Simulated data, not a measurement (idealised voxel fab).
You're looking at the process module voxel ribs on slabs.
It is cross-section cut that appears here, measuring 265 nm in width, its square cells being 5 nm in size.
Cross-section format: a grid of square cells, given as bands from top to bottom; each band is one or more rows of cells. Band: top and bottom heights (nm) first, top before bottom; then materials from left to right, widths in nm. "all across" marks a sole material filling the band edge to edge. "blank" denotes empty space. A quick word on heights: they are counted from 0, and under that level the wafer as it came to us is one material throughout. The lowest band is different from the rest in having no bottom; it simply continues downward, written as in "0 nm and below". Width spec "30 to 40" -> top row of cells at first value, bottom row at second value, equal per-row change in between. Take "nothing was modified" at face value: in the step it is given for, the cross-section changed in none of its cells. Heads up: "Cavities, closed" only lists the empty pockets with no open path to the top that are 8 cells or more, and it writes them as width x height at distance, distance from the left edge, in nm. Heads up: the bit after the settings on a step's line is the simulator's remark on that step. "overlay nm" denotes, for a step that has a mask, the displacement of the mask to the right of its planned place, with negative values corresponding to the left.

**The planned process steps are enumerated hereunder**
1. RECEIVE | material Si
2. DIRECTIONAL_DEP | material SiO2 | thk nm 30
3. DIRECTIONAL_DEP | material polySi | thk nm 20
4. PATTERN | tone cover | mask id RIB | material resist | width nm 25 | thk nm 20 | overlay nm -15
5. DIRECTIONAL_ETCH | etch materials polySi | depth nm 10
6. STRIP | etch materials resist
7. MASKED_ETCH | tone cover | mask id SLAB | width nm 65 | etch materials polySi | depth nm 10 | overlay nm 0
8. FILL_DEP | material SiO2 | thk nm 15
9. CMP | height nm 60
10. DIRECTIONAL_DEP | material W | thk nm 5
11. MASKED_ETCH | tone cover | mask id HEATER | width nm 35 | etch materials W | depth nm 5 | overlay nm 0
12. CONFORMAL_DEP | material SiN | thk nm 10
All wafers enter the flow in the same state. The overlay nm at step 4 differs from wafer to wafer, and the plan gives the value for the first wafer.

**So this is the first of several wafers, cross-sectioned as it came to us, meaning it's at the end of step 1**
* 0 nm and below = Si all across
* Cavities, closed: none

**End of module: cross-section of the first of several wafers after step 12, the last step**
* 75 nm to 70 nm = 105 blank; 55 SiN; 105 blank
* 70 nm to 65 nm = SiN all across
* 65 nm to 60 nm = 115 SiN; 35 W; 115 SiN
* 60 nm to 50 nm = SiO2 all across
* 50 nm to 40 nm = 105 SiO2; 25 polySi; 135 SiO2
* 40 nm to 30 nm = 100 SiO2; 65 polySi; 100 SiO2
* 30 nm to 0 nm = SiO2 all across
* 0 nm and below = Si all across
* Cavities, closed: none

**The module's end: a cross-section of the last wafer**
* 75 nm to 70 nm = 105 blank; 55 SiN; 105 blank
* 70 nm to 65 nm = SiN all across
* 65 nm to 60 nm = 115 SiN; 35 W; 115 SiN
* 60 nm to 50 nm = SiO2 all across
* 50 nm to 40 nm = 135 SiO2; 25 polySi; 105 SiO2
* 40 nm to 30 nm = 100 SiO2; 65 polySi; 100 SiO2
* 30 nm to 0 nm = SiO2 all across
* 0 nm and below = Si all across
* Cavities, closed: none

**Take any row and you have a wafer at the end of the module: how many cells of each material it has gained (+) or lost (-) since it was received, and then its closed voids**
overlay nm -15 | +110 SiN | +600 SiO2 | +7 W | +36 polySi | Cavities, closed: none
overlay nm -10 | +110 SiN | +600 SiO2 | +7 W | +36 polySi | Cavities, closed: none
overlay nm -5 | +110 SiN | +600 SiO2 | +7 W | +36 polySi | Cavities, closed: none
overlay nm 0 | +110 SiN | +600 SiO2 | +7 W | +36 polySi | Cavities, closed: none
overlay nm 5 | +110 SiN | +600 SiO2 | +7 W | +36 polySi | Cavities, closed: none
overlay nm 10 | +110 SiN | +600 SiO2 | +7 W | +36 polySi | Cavities, closed: none
overlay nm 15 | +110 SiN | +600 SiO2 | +7 W | +36 polySi | Cavities, closed: none
